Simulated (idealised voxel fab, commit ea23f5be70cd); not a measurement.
process module | voxel self aligned vias
cross-section cut | 295 nm wide | cells 5 nm
A cross-section is a grid of square cells, given in bands from the top down. A band is one or more rows of cells.
Each band's line starts with the height of the band's top and of its bottom, in nm. Then come its materials from left to right, each with its width in nm. One material with "throughout" fills the band from edge to edge. "air" is empty space.
Height 0 is the level under which the wafer as received is all one material. The lowest band goes on downwards, as in "0 down".
A width such as "30 to 40" changes by the same amount from each row of cells to the next, from the band's top row to its bottom row.
"no change" after a step means that no cell of the cross-section changed.
closed voids: empty space of 8 cells or more with no open way to the top, each as width x height at its distance from the left edge, in nm
after a step's settings: what the simulator itself notes on the step
overlay nm, on a step with a mask: how far to the right of its planned place the mask lay; to the left if negative
plan
1 op RECEIVE | material Si
2 op CONFORMAL_DEP | material SiO2 | thk nm 15
3 op CONFORMAL_DEP | material SiCN | thk nm 5
4 op DIRECTIONAL_DEP | material SiO2 | thk nm 30
5 op DIRECTIONAL_DEP | material aC | thk nm 15
6 op PATTERN | tone open | mask id LINES | material resist | width nm 20 | pitch nm 70 | thk nm 35 | overlay nm 0
7 op DIRECTIONAL_ETCH | etch materials aC | depth nm 15
8 op STRIP | etch materials resist
9 op DIRECTIONAL_ETCH | etch materials SiO2 | depth nm 30
10 op STRIP | etch materials aC
11 op CONFORMAL_DEP | material TiN | thk nm 5
12 op FILL_DEP | material W | thk nm 10
13 op CMP | height nm 50
14 op SELECTIVE_ETCH | etch materials W Ru TiN | depth nm 10
15 op FILL_DEP | material SiN | thk nm 5
16 op CMP | height nm 50
17 op DIRECTIONAL_DEP | material SiO2 | thk nm 20
18 op MASKED_ETCH | tone open | mask id VIAS | width nm 40 | pitch nm 140 | etch materials SiO2 | depth nm 20 | overlay nm 0
19 op MASKED_ETCH | tone open | mask id VIAS | width nm 40 | pitch nm 140 | etch materials SiN | depth nm 10 | overlay nm 0
20 op CONFORMAL_DEP | material TiN | thk nm 5
21 op FILL_DEP | material Ru | thk nm 10
22 op CMP | height nm 70
23 op CONFORMAL_DEP | material SiN | thk nm 5
as received, after step 1
  0 down: Si throughout
  closed voids: none
first wafer at the end, as planned
  75 to 70: SiN throughout
  70 to 55: SiO2 55 | TiN 5 | Ru 30 | TiN 5 | SiO2 100 | TiN 5 | Ru 30 | TiN 5 | SiO2 60
  55 to 50: SiO2 55 | TiN 15 | Ru 10 | TiN 15 | SiO2 100 | TiN 15 | Ru 10 | TiN 15 | SiO2 60
  50 to 45: SiO2 65 | TiN 5 | Ru 10 | TiN 5 | SiO2 50 | SiN 20 | SiO2 50 | TiN 5 | Ru 10 | TiN 5 | SiO2 70
  45 to 40: SiO2 65 | TiN 20 | SiO2 50 | SiN 20 | SiO2 50 | TiN 20 | SiO2 70
  40 to 25: SiO2 65 | TiN 5 | W 10 | TiN 5 | SiO2 50 | TiN 5 | W 10 | TiN 5 | SiO2 50 | TiN 5 | W 10 | TiN 5 | SiO2 70
  25 to 20: SiO2 65 | TiN 20 | SiO2 50 | TiN 20 | SiO2 50 | TiN 20 | SiO2 70
  20 to 15: SiCN throughout
  15 to 0: SiO2 throughout
  0 down: Si throughout
  closed voids: none
second wafer at the end: like start, like plan, one mistake
  75 to 70: SiN throughout
  70 to 50: SiO2 55 | TiN 5 | Ru 30 | TiN 5 | SiO2 100 | TiN 5 | Ru 30 | TiN 5 | SiO2 60
  50 to 45: SiN 55 | TiN 15 | Ru 10 | TiN 15 | SiN 100 | TiN 15 | Ru 10 | TiN 15 | SiN 60
  45 to 40: SiO2 65 | TiN 20 | SiO2 50 | SiN 20 | SiO2 50 | TiN 20 | SiO2 70
  40 to 35: SiO2 65 | SiN 20 | SiO2 50 | SiN 20 | SiO2 50 | SiN 20 | SiO2 70
  35 to 25: SiO2 65 | TiN 5 | W 10 | TiN 5 | SiO2 50 | TiN 5 | W 10 | TiN 5 | SiO2 50 | TiN 5 | W 10 | TiN 5 | SiO2 70
  25 to 20: SiO2 65 | TiN 20 | SiO2 50 | TiN 20 | SiO2 50 | TiN 20 | SiO2 70
  20 to 15: SiCN throughout
  15 to 0: SiO2 throughout
  0 down: Si throughout
  closed voids: none
what went wrong: step 13 ran as: op CMP | height nm 45
at the end the second wafer has, in cells: 8 more of Ru | 51 more of SiN | 47 fewer of SiO2 | 6 fewer of TiN | 6 fewer of W
